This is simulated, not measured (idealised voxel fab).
Process module name: voxel capacitor over wiring
Section cut is 210 nm wide and gridded with 5 nm square cells.
A cross-section in this document is a grid of square cells, and it is written down as bands, the top band listed before the ones below it; a band is made up of one or more rows of cells.
Band entry format. Leading values: height of top, height of bottom, nm. Remainder: materials in left-to-right order, each with its width in nm. Special words: "everywhere" on a single material, which then fills the band edge to edge; "air", empty space.
Basically, 0 is our baseline, since under it the wafer straight out of the box is all one material. The bottom band has no lower end and keeps on going down, so it looks like "0 -> down".
Width: "30..40" (first number = top row, second number = bottom row, same change from row to row of cells).
When a step is marked "remained the same", none of the cells in the cross-section changed during that step.
Heads up: "Voids, sealed" only lists the empty pockets with no open path to the top that are 8 cells or more, and it writes them as width x height at distance, distance from the left edge, in nm.
It should be noted that, on the line of a given step, the content following the step's settings is a remark produced by the simulator itself with respect to that step.
The "overlay nm" setting may appear on a step's line; for a step that uses a mask, it gives how far to the right of its planned position the mask lay, and a negative value indicates the left.
How should the pairs below be read? Each gives the cross-section before one process step and the cross-section after it, the latter drawn only to the lowest band that changed; the step that lies between them, with its settings, appears under the pair. Does a pair pick up where the pair above left off? Only where its entry headed "Geometry before processing" says so, since pairs can come from different runs of this module on the same starting wafer.

Geometry before processing
* 0 -> down: Si everywhere
* Voids, sealed: none

Post-Step Cross-Section
* 15 -> 0: SiO2 everywhere
* No changes below 0.
* Voids, sealed: none
Step that separates the before view from the after view above: CONFORMAL_DEP, material SiO2, thk nm 15

Geometry before processing: we pick up right where the pair above leaves off, with its after cross-section.

Post-Step Cross-Section
* 20 -> 15: SiCN everywhere
* No changes below 15.
* Voids, sealed: none
Step that separates the before view from the after view above: CONFORMAL_DEP, material SiCN, thk nm 5

Geometry before processing: we pick up right where the pair above leaves off, with its after cross-section.

Post-Step Cross-Section
* 40 -> 20: SiO2 everywhere
* No changes below 20.
* Voids, sealed: none
Step that separates the before view from the after view above: DIRECTIONAL_DEP, material SiO2, thk nm 20

Geometry before processing: we pick up right where the pair above leaves off, with its after cross-section.

Post-Step Cross-Section
* 55 -> 40: resist (55) | air (20) | resist (60) | air (20) | resist (55)
* No changes below 40.
* Voids, sealed: none
Step that separates the before view from the after view above: PATTERN, tone open, mask id METAL_1, material resist, width nm 20, pitch nm 80, thk nm 15, overlay nm 0

Geometry before processing: we pick up right where the pair above leaves off, with its after cross-section.

Post-Step Cross-Section
* 55 -> 40: resist (55) | air (20) | resist (60) | air (20) | resist (55)
* 40 -> 20: SiO2 (55) | air (20) | SiO2 (60) | air (20) | SiO2 (55)
* No changes below 20.
* Voids, sealed: none
Step that separates the before view from the after view above: DIRECTIONAL_ETCH, etch materials SiO2, depth nm 20

Geometry before processing: we pick up right where the pair above leaves off, with its after cross-section.

Post-Step Cross-Section
* 55 -> 40: resist (55) | air (20) | resist (60) | air (20) | resist (55)
* 40 -> 20: SiO2 (55) | air (20) | SiO2 (60) | air (20) | SiO2 (55)
* 20 -> 15: SiCN (55) | air (20) | SiCN (60) | air (20) | SiCN (55)
* No changes below 15.
* Voids, sealed: none
Step that separates the before view from the after view above: DIRECTIONAL_ETCH, etch materials SiCN, depth nm 5

Geometry before processing: we pick up right where the pair above leaves off, with its after cross-section.

Post-Step Cross-Section
* 40 -> 20: SiO2 (55) | air (20) | SiO2 (60) | air (20) | SiO2 (55)
* No changes below 20.
* Voids, sealed: none
Step that separates the before view from the after view above: STRIP, etch materials resist

Geometry before processing: we pick up right where the pair above leaves off, with its after cross-section.

Post-Step Cross-Section
* 45 -> 40: TiN (60) | air (10) | TiN (70) | air (10) | TiN (60)
* 40 -> 20: SiO2 (55) | TiN (5) | air (10) | TiN (5) | SiO2 (60) | TiN (5) | air (10) | TiN (5) | SiO2 (55)
* 20 -> 15: SiCN (55) | TiN (20) | SiCN (60) | TiN (20) | SiCN (55)
* No changes below 15.
* Voids, sealed: none
Step that separates the before view from the after view above: CONFORMAL_DEP, material TiN, thk nm 5

Geometry before processing: we pick up right where the pair above leaves off, with its after cross-section.

Post-Step Cross-Section
* 55 -> 45: W everywhere
* 45 -> 40: TiN (60) | W (10) | TiN (70) | W (10) | TiN (60)
* 40 -> 20: SiO2 (55) | TiN (5) | W (10) | TiN (5) | SiO2 (60) | TiN (5) | W (10) | TiN (5) | SiO2 (55)
* No changes below 20.
* Voids, sealed: none
Step that separates the before view from the after view above: FILL_DEP, material W, thk nm 10

Geometry before processing: we pick up right where the pair above leaves off, with its after cross-section.

Post-Step Cross-Section
* 40 -> 20: SiO2 (55) | TiN (5) | W (10) | TiN (5) | SiO2 (60) | TiN (5) | W (10) | TiN (5) | SiO2 (55)
* No changes below 20.
* Voids, sealed: none
Step that separates the before view from the after view above: CMP, height nm 40

Geometry before processing: we pick up right where the pair above leaves off, with its after cross-section.

Post-Step Cross-Section
* 45 -> 40: air (50) | Ru (30) | air (50) | Ru (30) | air (50)
* No changes below 40.
* Voids, sealed: none
Step that separates the before view from the after view above: EPI, material Ru, thk nm 5

Geometry before processing: we pick up right where the pair above leaves off, with its after cross-section.

Post-Step Cross-Section
* 50 -> 45: SiCN everywhere
* 45 -> 40: SiCN (50) | Ru (30) | SiCN (50) | Ru (30) | SiCN (50)
* No changes below 40.
* Voids, sealed: none
Step that separates the before view from the after view above: FILL_DEP, material SiCN, thk nm 5

Geometry before processing: we pick up right where the pair above leaves off, with its after cross-section.

Post-Step Cross-Section
* 65 -> 50: lowk everywhere
* No changes below 50.
* Voids, sealed: none
Step that separates the before view from the after view above: DIRECTIONAL_DEP, material lowk, thk nm 15

Geometry before processing: we pick up right where the pair above leaves off, with its after cross-section.

Post-Step Cross-Section
* 65 -> 50: lowk (60) | air (15) | lowk (135)
* No changes below 50.
* Voids, sealed: none
Step that separates the before view from the after view above: MASKED_ETCH, tone open, mask id PLUG_1, width nm 15, etch materials lowk, depth nm 15, overlay nm 0

Geometry before processing: we pick up right where the pair above leaves off, with its after cross-section.

Post-Step Cross-Section
* 65 -> 50: lowk (60) | air (15) | lowk (135)
* 50 -> 45: SiCN (60) | air (15) | SiCN (135)
* No changes below 45.
* Voids, sealed: none
Step that separates the before view from the after view above: MASKED_ETCH, tone open, mask id PLUG_1, width nm 15, etch materials SiCN, depth nm 5, overlay nm 0

Geometry before processing: we pick up right where the pair above leaves off, with its after cross-section.

Post-Step Cross-Section
* 65 -> 55: lowk (60) | air (15) | lowk (135)
* 55 -> 50: lowk (60) | Ru (15) | lowk (135)
* 50 -> 45: SiCN (60) | Ru (15) | SiCN (135)
* No changes below 45.
* Voids, sealed: none
Step that separates the before view from the after view above: EPI, material Ru, thk nm 10

Geometry before processing: we pick up right where the pair above leaves off, with its after cross-section.

Post-Step Cross-Section
* 65 -> 50: lowk (60) | Ru (15) | lowk (135)
* No changes below 50.
* Voids, sealed: none
Step that separates the before view from the after view above: EPI, material Ru, thk nm 10

Geometry before processing: we pick up right where the pair above leaves off, with its after cross-section.

Post-Step Cross-Section
* 70 -> 65: TiN everywhere
* No changes below 65.
* Voids, sealed: none
Step that separates the before view from the after view above: DIRECTIONAL_DEP, material TiN, thk nm 5

Geometry before processing: we pick up right where the pair above leaves off, with its after cross-section.

Post-Step Cross-Section
* 75 -> 70: HfO2 everywhere
* No changes below 70.
* Voids, sealed: none
Step that separates the before view from the after view above: DIRECTIONAL_DEP, material HfO2, thk nm 5

Geometry before processing: we pick up right where the pair above leaves off, with its after cross-section.

Post-Step Cross-Section
* 80 -> 75: TiN everywhere
* No changes below 75.
* Voids, sealed: none
Step that separates the before view from the after view above: DIRECTIONAL_DEP, material TiN, thk nm 5

Geometry before processing: we pick up right where the pair above leaves off, with its after cross-section.

Post-Step Cross-Section
* 100 -> 80: air (60) | resist (65) | air (85)
* No changes below 80.
* Voids, sealed: none
Step that separates the before view from the after view above: PATTERN, tone cover, mask id UPPER_PLATE, material resist, width nm 65, thk nm 20, overlay nm 0

Geometry before processing: we pick up right where the pair above leaves off, with its after cross-section.

Post-Step Cross-Section
* 100 -> 80: air (60) | resist (65) | air (85)
* 80 -> 75: air (60) | TiN (65) | air (85)
* No changes below 75.
* Voids, sealed: none
Step that separates the before view from the after view above: DIRECTIONAL_ETCH, etch materials TiN, depth nm 5

Geometry before processing: we pick up right where the pair above leaves off, with its after cross-section.

Post-Step Cross-Section
* 100 -> 80: air (60) | resist (65) | air (85)
* 80 -> 75: air (60) | TiN (65) | air (85)
* 75 -> 70: air (60) | HfO2 (65) | air (85)
* No changes below 70.
* Voids, sealed: none
Step that separates the before view from the after view above: DIRECTIONAL_ETCH, etch materials HfO2, depth nm 5

Geometry before processing: we pick up right where the pair above leaves off, with its after cross-section.

Post-Step Cross-Section
* 80 -> 75: air (60) | TiN (65) | air (85)
* No changes below 75.
* Voids, sealed: none
Step that separates the before view from the after view above: STRIP, etch materials resist

Geometry before processing: we pick up right where the pair above leaves off, with its after cross-section.

Post-Step Cross-Section
* 80 -> 75: air (60) | TiN (65) | air (85)
* 75 -> 70: air (60) | HfO2 (65) | air (85)
* 70 -> 65: air (55) | TiN (75) | air (80)
* No changes below 65.
* Voids, sealed: none
Step that separates the before view from the after view above: MASKED_ETCH, tone cover, mask id LOWER_PLATE, width nm 75, etch materials TiN, depth nm 5, overlay nm 0

Geometry before processing: we pick up right where the pair above leaves off, with its after cross-section.

Post-Step Cross-Section
* 100 -> 80: SiO2 everywhere
* 80 -> 75: SiO2 (60) | TiN (65) | SiO2 (85)
* 75 -> 70: SiO2 (60) | HfO2 (65) | SiO2 (85)
* 70 -> 65: SiO2 (55) | TiN (75) | SiO2 (80)
* No changes below 65.
* Voids, sealed: none
Step that separates the before view from the after view above: FILL_DEP, material SiO2, thk nm 20

Geometry before processing: we pick up right where the pair above leaves off, with its after cross-section.

Post-Step Cross-Section
* 95 -> 80: SiO2 everywhere
* No changes below 80.
* Voids, sealed: none
Step that separates the before view from the after view above: CMP, height nm 95

Geometry before processing: we pick up right where the pair above leaves off, with its after cross-section.

Post-Step Cross-Section
* 115 -> 95: resist (70) | air (15) | resist (125)
* No changes below 95.
* Voids, sealed: none
Step that separates the before view from the after view above: PATTERN, tone open, mask id PLUG_2, material resist, width nm 15, thk nm 20, overlay nm 0

Geometry before processing: we pick up right where the pair above leaves off, with its after cross-section.

Post-Step Cross-Section
* 115 -> 95: resist (70) | air (15) | resist (125)
* 95 -> 80: SiO2 (70) | air (15) | SiO2 (125)
* No changes below 80.
* Voids, sealed: none
Step that separates the before view from the after view above: DIRECTIONAL_ETCH, etch materials SiO2, depth nm 15

Geometry before processing: we pick up right where the pair above leaves off, with its after cross-section.

Post-Step Cross-Section
* 95 -> 80: SiO2 (70) | air (15) | SiO2 (125)
* No changes below 80.
* Voids, sealed: none
Step that separates the before view from the after view above: STRIP, etch materials resist

Geometry before processing: we pick up right where the pair above leaves off, with its after cross-section.

Post-Step Cross-Section
* 100 -> 95: TiN (75) | air (5) | TiN (130)
* 95 -> 85: SiO2 (70) | TiN (5) | air (5) | TiN (5) | SiO2 (125)
* 85 -> 75: SiO2 (70..60) | TiN (15..65) | SiO2 (125..85)
* No changes below 75.
* Voids, sealed: none
Step that separates the before view from the after view above: CONFORMAL_DEP, material TiN, thk nm 5

Geometry before processing: we pick up right where the pair above leaves off, with its after cross-section.

Post-Step Cross-Section
* 110 -> 100: Cu everywhere
* 100 -> 95: TiN (75) | Cu (5) | TiN (130)
* 95 -> 85: SiO2 (70) | TiN (5) | Cu (5) | TiN (5) | SiO2 (125)
* No changes below 85.
* Voids, sealed: none
Step that separates the before view from the after view above: FILL_DEP, material Cu, thk nm 10

Geometry before processing: we pick up right where the pair above leaves off, with its after cross-section.

Post-Step Cross-Section
* 95 -> 85: SiO2 (70) | TiN (5) | Cu (5) | TiN (5) | SiO2 (125)
* No changes below 85.
* Voids, sealed: none
Step that separates the before view from the after view above: CMP, height nm 95

Geometry before processing: we pick up right where the pair above leaves off, with its after cross-section.

Post-Step Cross-Section
* 100 -> 95: SiN everywhere
* No changes below 95.
* Voids, sealed: none
Step that separates the before view from the after view above: CONFORMAL_DEP, material SiN, thk nm 5

Geometry before processing
* 50 -> 45: SiCN everywhere
* 45 -> 40: SiCN (50) | Ru (30) | SiCN (50) | Ru (30) | SiCN (50)
* 40 -> 20: SiO2 (55) | TiN (5) | W (10) | TiN (5) | SiO2 (60) | TiN (5) | W (10) | TiN (5) | SiO2 (55)
* 20 -> 15: SiCN (55) | TiN (20) | SiCN (60) | TiN (20) | SiCN (55)
* 15 -> 0: SiO2 everywhere
* 0 -> down: Si everywhere
* Voids, sealed: none

Post-Step Cross-Section
* 50 -> 45: SiCN (60) | air (15) | SiCN (135)
* No changes below 45.
* Voids, sealed: none
Step that separates the before view from the after view above: MASKED_ETCH, tone open, mask id PLUG_1, width nm 15, etch materials SiCN, depth nm 5, overlay nm 0

Geometry before processing: we pick up right where the pair above leaves off, with its after cross-section.

Post-Step Cross-Section
* 55 -> 50: air (55) | Ru (25) | air (130)
* 50 -> 45: SiCN (60) | Ru (15) | SiCN (135)
* No changes below 45.
* Voids, sealed: none
Step that separates the before view from the after view above: EPI, material Ru, thk nm 10

Geometry before processing: we pick up right where the pair above leaves off, with its after cross-section.

Post-Step Cross-Section
* 65 -> 50: air (45) | Ru (45) | air (120)
* No changes below 50.
* Voids, sealed: none
Step that separates the before view from the after view above: EPI, material Ru, thk nm 10

Geometry before processing: we pick up right where the pair above leaves off, with its after cross-section.

Post-Step Cross-Section
* 70 -> 65: air (45) | TiN (45) | air (120)
* 65 -> 55: air (45) | Ru (45) | air (120)
* 55 -> 50: TiN (45) | Ru (45) | TiN (120)
* No changes below 50.
* Voids, sealed: none
Step that separates the before view from the after view above: DIRECTIONAL_DEP, material TiN, thk nm 5

Geometry before processing: we pick up right where the pair above leaves off, with its after cross-section.

Post-Step Cross-Section
* 75 -> 70: air (45) | HfO2 (45) | air (120)
* 70 -> 65: air (45) | TiN (45) | air (120)
* 65 -> 60: air (45) | Ru (45) | air (120)
* 60 -> 55: HfO2 (45) | Ru (45) | HfO2 (120)
* No changes below 55.
* Voids, sealed: none
Step that separates the before view from the after view above: DIRECTIONAL_DEP, material HfO2, thk nm 5

Geometry before processing: we pick up right where the pair above leaves off, with its after cross-section.

Post-Step Cross-Section
* 80 -> 75: air (45) | TiN (45) | air (120)
* 75 -> 70: air (45) | HfO2 (45) | air (120)
* 70 -> 65: air (45) | TiN (45) | air (120)
* 65 -> 60: TiN (45) | Ru (45) | TiN (120)
* No changes below 60.
* Voids, sealed: none
Step that separates the before view from the after view above: DIRECTIONAL_DEP, material TiN, thk nm 5

Geometry before processing: we pick up right where the pair above leaves off, with its after cross-section.

Post-Step Cross-Section
* 100 -> 80: air (60) | resist (65) | air (85)
* 80 -> 75: air (45) | TiN (45) | resist (35) | air (85)
* 75 -> 70: air (45) | HfO2 (45) | resist (35) | air (85)
* 70 -> 65: air (45) | TiN (45) | resist (35) | air (85)
* No changes below 65.
* Voids, sealed: none
Step that separates the before view from the after view above: PATTERN, tone cover, mask id UPPER_PLATE, material resist, width nm 65, thk nm 20, overlay nm 0

Geometry before processing: we pick up right where the pair above leaves off, with its after cross-section.

Post-Step Cross-Section
* 100 -> 80: air (60) | resist (65) | air (85)
* 80 -> 75: air (60) | TiN (30) | resist (35) | air (85)
* 75 -> 70: air (45) | HfO2 (45) | resist (35) | air (85)
* 70 -> 65: air (45) | TiN (45) | resist (35) | air (85)
* 65 -> 60: air (45) | Ru (45) | TiN (35) | air (85)
* No changes below 60.
* Voids, sealed: none
Step that separates the before view from the after view above: DIRECTIONAL_ETCH, etch materials TiN, depth nm 5

Geometry before processing: we pick up right where the pair above leaves off, with its after cross-section.

Post-Step Cross-Section
* 100 -> 80: air (60) | resist (65) | air (85)
* 80 -> 75: air (60) | TiN (30) | resist (35) | air (85)
* 75 -> 70: air (60) | HfO2 (30) | resist (35) | air (85)
* 70 -> 65: air (45) | TiN (45) | resist (35) | air (85)
* 65 -> 60: air (45) | Ru (45) | TiN (35) | air (85)
* 60 -> 55: air (45) | Ru (45) | HfO2 (35) | air (85)
* No changes below 55.
* Voids, sealed: none
Step that separates the before view from the after view above: DIRECTIONAL_ETCH, etch materials HfO2, depth nm 5

Geometry before processing: we pick up right where the pair above leaves off, with its after cross-section.

Post-Step Cross-Section
* 80 -> 75: air (60) | TiN (30) | air (120)
* 75 -> 70: air (60) | HfO2 (30) | air (120)
* 70 -> 65: air (45) | TiN (45) | air (120)
* No changes below 65.
* Voids, sealed: none
Step that separates the before view from the after view above: STRIP, etch materials resist

Geometry before processing: we pick up right where the pair above leaves off, with its after cross-section.

Post-Step Cross-Section
* 80 -> 75: air (60) | TiN (30) | air (120)
* 75 -> 70: air (60) | HfO2 (30) | air (120)
* 70 -> 65: air (55) | TiN (35) | air (120)
* 65 -> 60: air (45) | Ru (45) | TiN (35) | air (85)
* 60 -> 55: air (45) | Ru (45) | HfO2 (35) | air (85)
* 55 -> 50: air (45) | Ru (45) | TiN (40) | air (80)
* No changes below 50.
* Voids, sealed: none
Step that separates the before view from the after view above: MASKED_ETCH, tone cover, mask id LOWER_PLATE, width nm 75, etch materials TiN, depth nm 5, overlay nm 0

Geometry before processing: we pick up right where the pair above leaves off, with its after cross-section.

Post-Step Cross-Section
* 100 -> 80: SiO2 everywhere
* 80 -> 75: SiO2 (60) | TiN (30) | SiO2 (120)
* 75 -> 70: SiO2 (60) | HfO2 (30) | SiO2 (120)
* 70 -> 65: SiO2 (55) | TiN (35) | SiO2 (120)
* 65 -> 60: SiO2 (45) | Ru (45) | TiN (35) | SiO2 (85)
* 60 -> 55: SiO2 (45) | Ru (45) | HfO2 (35) | SiO2 (85)
* 55 -> 50: SiO2 (45) | Ru (45) | TiN (40) | SiO2 (80)
* No changes below 50.
* Voids, sealed: none
Step that separates the before view from the after view above: FILL_DEP, material SiO2, thk nm 20

Geometry before processing: we pick up right where the pair above leaves off, with its after cross-section.

Post-Step Cross-Section
* 95 -> 80: SiO2 everywhere
* No changes below 80.
* Voids, sealed: none
Step that separates the before view from the after view above: CMP, height nm 95

Geometry before processing: we pick up right where the pair above leaves off, with its after cross-section.

Post-Step Cross-Section
* 115 -> 95: resist (70) | air (15) | resist (125)
* No changes below 95.
* Voids, sealed: none
Step that separates the before view from the after view above: PATTERN, tone open, mask id PLUG_2, material resist, width nm 15, thk nm 20, overlay nm 0

Geometry before processing: we pick up right where the pair above leaves off, with its after cross-section.

Post-Step Cross-Section
* 115 -> 95: resist (70) | air (15) | resist (125)
* 95 -> 80: SiO2 (70) | air (15) | SiO2 (125)
* No changes below 80.
* Voids, sealed: none
Step that separates the before view from the after view above: DIRECTIONAL_ETCH, etch materials SiO2, depth nm 15

Geometry before processing: we pick up right where the pair above leaves off, with its after cross-section.

Post-Step Cross-Section
* 95 -> 80: SiO2 (70) | air (15) | SiO2 (125)
* No changes below 80.
* Voids, sealed: none
Step that separates the before view from the after view above: STRIP, etch materials resist

Geometry before processing: we pick up right where the pair above leaves off, with its after cross-section.

Post-Step Cross-Section
* 100 -> 95: TiN (75) | air (5) | TiN (130)
* 95 -> 85: SiO2 (70) | TiN (5) | air (5) | TiN (5) | SiO2 (125)
* 85 -> 75: SiO2 (70..60) | TiN (15..30) | SiO2 (125..120)
* No changes below 75.
* Voids, sealed: none
Step that separates the before view from the after view above: CONFORMAL_DEP, material TiN, thk nm 5

Geometry before processing: we pick up right where the pair above leaves off, with its after cross-section.

Post-Step Cross-Section
* 110 -> 100: Cu everywhere
* 100 -> 95: TiN (75) | Cu (5) | TiN (130)
* 95 -> 85: SiO2 (70) | TiN (5) | Cu (5) | TiN (5) | SiO2 (125)
* No changes below 85.
* Voids, sealed: none
Step that separates the before view from the after view above: FILL_DEP, material Cu, thk nm 10

Geometry before processing: we pick up right where the pair above leaves off, with its after cross-section.

Post-Step Cross-Section
* 95 -> 85: SiO2 (70) | TiN (5) | Cu (5) | TiN (5) | SiO2 (125)
* No changes below 85.
* Voids, sealed: none
Step that separates the before view from the after view above: CMP, height nm 95

Geometry before processing: we pick up right where the pair above leaves off, with its after cross-section.

Post-Step Cross-Section
* 100 -> 95: SiN everywhere
* No changes below 95.
* Voids, sealed: none
Step that separates the before view from the after view above: CONFORMAL_DEP, material SiN, thk nm 5

Geometry before processing
* 65 -> 50: lowk everywhere
* 50 -> 45: SiCN everywhere
* 45 -> 40: SiCN (50) | Ru (30) | SiCN (50) | Ru (30) | SiCN (50)
* 40 -> 20: SiO2 (55) | TiN (5) | W (10) | TiN (5) | SiO2 (60) | TiN (5) | W (10) | TiN (5) | SiO2 (55)
* 20 -> 15: SiCN (55) | TiN (20) | SiCN (60) | TiN (20) | SiCN (55)
* 15 -> 0: SiO2 everywhere
* 0 -> down: Si everywhere
* Voids, sealed: none

Post-Step Cross-Section
* 80 -> 50: lowk everywhere
* No changes below 50.
* Voids, sealed: none
Step that separates the before view from the after view above: DIRECTIONAL_DEP, material lowk, thk nm 15

Geometry before processing: we pick up right where the pair above leaves off, with its after cross-section.

Post-Step Cross-Section
* 80 -> 65: lowk (60) | air (15) | lowk (135)
* No changes below 65.
* Voids, sealed: none
Step that separates the before view from the after view above: MASKED_ETCH, tone open, mask id PLUG_1, width nm 15, etch materials lowk, depth nm 15, overlay nm 0

Geometry before processing: we pick up right where the pair above leaves off, with its after cross-section.

Post-Step Cross-Section
* 85 -> 80: TiN (60) | air (15) | TiN (135)
* 80 -> 70: lowk (60) | air (15) | lowk (135)
* 70 -> 65: lowk (60) | TiN (15) | lowk (135)
* No changes below 65.
* Voids, sealed: none
Step that separates the before view from the after view above: DIRECTIONAL_DEP, material TiN, thk nm 5

Geometry before processing: we pick up right where the pair above leaves off, with its after cross-section.

Post-Step Cross-Section
* 90 -> 85: HfO2 (60) | air (15) | HfO2 (135)
* 85 -> 80: TiN (60) | air (15) | TiN (135)
* 80 -> 75: lowk (60) | air (15) | lowk (135)
* 75 -> 70: lowk (60) | HfO2 (15) | lowk (135)
* No changes below 70.
* Voids, sealed: none
Step that separates the before view from the after view above: DIRECTIONAL_DEP, material HfO2, thk nm 5

Geometry before processing: we pick up right where the pair above leaves off, with its after cross-section.

Post-Step Cross-Section
* 95 -> 90: TiN (60) | air (15) | TiN (135)
* 90 -> 85: HfO2 (60) | air (15) | HfO2 (135)
* 85 -> 80: TiN (60) | air (15) | TiN (135)
* 80 -> 75: lowk (60) | TiN (15) | lowk (135)
* No changes below 75.
* Voids, sealed: none
Step that separates the before view from the after view above: DIRECTIONAL_DEP, material TiN, thk nm 5

Geometry before processing: we pick up right where the pair above leaves off, with its after cross-section.

Post-Step Cross-Section
* 115 -> 95: air (60) | resist (65) | air (85)
* 95 -> 90: TiN (60) | resist (15) | TiN (135)
* 90 -> 85: HfO2 (60) | resist (15) | HfO2 (135)
* 85 -> 80: TiN (60) | resist (15) | TiN (135)
* No changes below 80.
* Voids, sealed: none
Step that separates the before view from the after view above: PATTERN, tone cover, mask id UPPER_PLATE, material resist, width nm 65, thk nm 20, overlay nm 0

Geometry before processing: we pick up right where the pair above leaves off, with its after cross-section.

Post-Step Cross-Section
* 115 -> 95: air (60) | resist (65) | air (85)
* 95 -> 90: air (60) | resist (15) | TiN (50) | air (85)
* No changes below 90.
* Voids, sealed: none
Step that separates the before view from the after view above: DIRECTIONAL_ETCH, etch materials TiN, depth nm 5

Geometry before processing: we pick up right where the pair above leaves off, with its after cross-section.

Post-Step Cross-Section
* 115 -> 95: air (60) | resist (65) | air (85)
* 95 -> 90: air (60) | resist (15) | TiN (50) | air (85)
* 90 -> 85: air (60) | resist (15) | HfO2 (50) | air (85)
* No changes below 85.
* Voids, sealed: none
Step that separates the before view from the after view above: DIRECTIONAL_ETCH, etch materials HfO2, depth nm 5

Geometry before processing: we pick up right where the pair above leaves off, with its after cross-section.

Post-Step Cross-Section
* 95 -> 90: air (75) | TiN (50) | air (85)
* 90 -> 85: air (75) | HfO2 (50) | air (85)
* 85 -> 80: TiN (60) | air (15) | TiN (135)
* No changes below 80.
* Voids, sealed: none
Step that separates the before view from the after view above: STRIP, etch materials resist

Geometry before processing: we pick up right where the pair above leaves off, with its after cross-section.

Post-Step Cross-Section
* 95 -> 90: air (75) | TiN (50) | air (85)
* 90 -> 85: air (75) | HfO2 (50) | air (85)
* 85 -> 80: air (55) | TiN (5) | air (15) | TiN (55) | air (80)
* No changes below 80.
* Voids, sealed: none
Step that separates the before view from the after view above: MASKED_ETCH, tone cover, mask id LOWER_PLATE, width nm 75, etch materials TiN, depth nm 5, overlay nm 0

Geometry before processing: we pick up right where the pair above leaves off, with its after cross-section.

Post-Step Cross-Section
* 115 -> 95: SiO2 everywhere
* 95 -> 90: SiO2 (75) | TiN (50) | SiO2 (85)
* 90 -> 85: SiO2 (75) | HfO2 (50) | SiO2 (85)
* 85 -> 80: SiO2 (55) | TiN (5) | SiO2 (15) | TiN (55) | SiO2 (80)
* No changes below 80.
* Voids, sealed: none
Step that separates the before view from the after view above: FILL_DEP, material SiO2, thk nm 20

Geometry before processing: we pick up right where the pair above leaves off, with its after cross-section.

Post-Step Cross-Section
* 95 -> 90: SiO2 (75) | TiN (50) | SiO2 (85)
* No changes below 90.
* Voids, sealed: none
Step that separates the before view from the after view above: CMP, height nm 95

Geometry before processing: we pick up right where the pair above leaves off, with its after cross-section.

Post-Step Cross-Section
* 115 -> 95: resist (70) | air (15) | resist (125)
* No changes below 95.
* Voids, sealed: none
Step that separates the before view from the after view above: PATTERN, tone open, mask id PLUG_2, material resist, width nm 15, thk nm 20, overlay nm 0

Geometry before processing: we pick up right where the pair above leaves off, with its after cross-section.

Post-Step Cross-Section
* 115 -> 95: resist (70) | air (15) | resist (125)
* 95 -> 90: SiO2 (70) | air (5) | TiN (50) | SiO2 (85)
* 90 -> 85: SiO2 (70) | air (5) | HfO2 (50) | SiO2 (85)
* 85 -> 80: SiO2 (55) | TiN (5) | SiO2 (10) | air (5) | TiN (55) | SiO2 (80)
* No changes below 80.
* Voids, sealed: none
Step that separates the before view from the after view above: DIRECTIONAL_ETCH, etch materials SiO2, depth nm 15

Geometry before processing: we pick up right where the pair above leaves off, with its after cross-section.

Post-Step Cross-Section
* 95 -> 90: SiO2 (70) | air (5) | TiN (50) | SiO2 (85)
* No changes below 90.
* Voids, sealed: none
Step that separates the before view from the after view above: STRIP, etch materials resist

Geometry before processing: we pick up right where the pair above leaves off, with its after cross-section.

Post-Step Cross-Section
* 100 -> 95: TiN everywhere
* 95 -> 90: SiO2 (70) | TiN (55) | SiO2 (85)
* 90 -> 85: SiO2 (70) | TiN (5) | HfO2 (50) | SiO2 (85)
* 85 -> 80: SiO2 (55) | TiN (5) | SiO2 (10) | TiN (60) | SiO2 (80)
* No changes below 80.
* Voids, sealed: none
Step that separates the before view from the after view above: CONFORMAL_DEP, material TiN, thk nm 5

Geometry before processing: we pick up right where the pair above leaves off, with its after cross-section.

Post-Step Cross-Section
* 110 -> 100: Cu everywhere
* No changes below 100.
* Voids, sealed: none
Step that separates the before view from the after view above: FILL_DEP, material Cu, thk nm 10

Geometry before processing: we pick up right where the pair above leaves off, with its after cross-section.

Post-Step Cross-Section
* 95 -> 90: SiO2 (70) | TiN (55) | SiO2 (85)
* No changes below 90.
* Voids, sealed: none
Step that separates the before view from the after view above: CMP, height nm 95

Geometry before processing: we pick up right where the pair above leaves off, with its after cross-section.

Post-Step Cross-Section
* 100 -> 95: SiN everywhere
* No changes below 95.
* Voids, sealed: none
Step that separates the before view from the after view above: CONFORMAL_DEP, material SiN, thk nm 5

Geometry before processing
* 0 -> down: Si everywhere
* Voids, sealed: none

Post-Step Cross-Section
* 5 -> 0: SiCN everywhere
* No changes below 0.
* Voids, sealed: none
Step that separates the before view from the after view above: CONFORMAL_DEP, material SiCN, thk nm 5

Geometry before processing: we pick up right where the pair above leaves off, with its after cross-section.

Post-Step Cross-Section
* 20 -> 5: SiO2 everywhere
* No changes below 5.
* Voids, sealed: none
Step that separates the before view from the after view above: CONFORMAL_DEP, material SiO2, thk nm 15

Geometry before processing: we pick up right where the pair above leaves off, with its after cross-section.

Post-Step Cross-Section
* 40 -> 5: SiO2 everywhere
* No changes below 5.
* Voids, sealed: none
Step that separates the before view from the after view above: DIRECTIONAL_DEP, material SiO2, thk nm 20

Geometry before processing: we pick up right where the pair above leaves off, with its after cross-section.

Post-Step Cross-Section
* 55 -> 40: resist (55) | air (20) | resist (60) | air (20) | resist (55)
* No changes below 40.
* Voids, sealed: none
Step that separates the before view from the after view above: PATTERN, tone open, mask id METAL_1, material resist, width nm 20, pitch nm 80, thk nm 15, overlay nm 0

Geometry before processing: we pick up right where the pair above leaves off, with its after cross-section.

Post-Step Cross-Section
* 55 -> 40: resist (55) | air (20) | resist (60) | air (20) | resist (55)
* 40 -> 20: SiO2 (55) | air (20) | SiO2 (60) | air (20) | SiO2 (55)
* No changes below 20.
* Voids, sealed: none
Step that separates the before view from the after view above: DIRECTIONAL_ETCH, etch materials SiO2, depth nm 20

Geometry before processing: we pick up right where the pair above leaves off, with its after cross-section.

Post-Step Cross-Section
* 40 -> 20: SiO2 (55) | air (20) | SiO2 (60) | air (20) | SiO2 (55)
* No changes below 20.
* Voids, sealed: none
Step that separates the before view from the after view above: STRIP, etch materials resist

Geometry before processing: we pick up right where the pair above leaves off, with its after cross-section.

Post-Step Cross-Section
* 45 -> 40: TiN (60) | air (10) | TiN (70) | air (10) | TiN (60)
* 40 -> 25: SiO2 (55) | TiN (5) | air (10) | TiN (5) | SiO2 (60) | TiN (5) | air (10) | TiN (5) | SiO2 (55)
* 25 -> 20: SiO2 (55) | TiN (20) | SiO2 (60) | TiN (20) | SiO2 (55)
* No changes below 20.
* Voids, sealed: none
Step that separates the before view from the after view above: CONFORMAL_DEP, material TiN, thk nm 5

Geometry before processing: we pick up right where the pair above leaves off, with its after cross-section.

Post-Step Cross-Section
* 55 -> 45: W everywhere
* 45 -> 40: TiN (60) | W (10) | TiN (70) | W (10) | TiN (60)
* 40 -> 25: SiO2 (55) | TiN (5) | W (10) | TiN (5) | SiO2 (60) | TiN (5) | W (10) | TiN (5) | SiO2 (55)
* No changes below 25.
* Voids, sealed: none
Step that separates the before view from the after view above: FILL_DEP, material W, thk nm 10
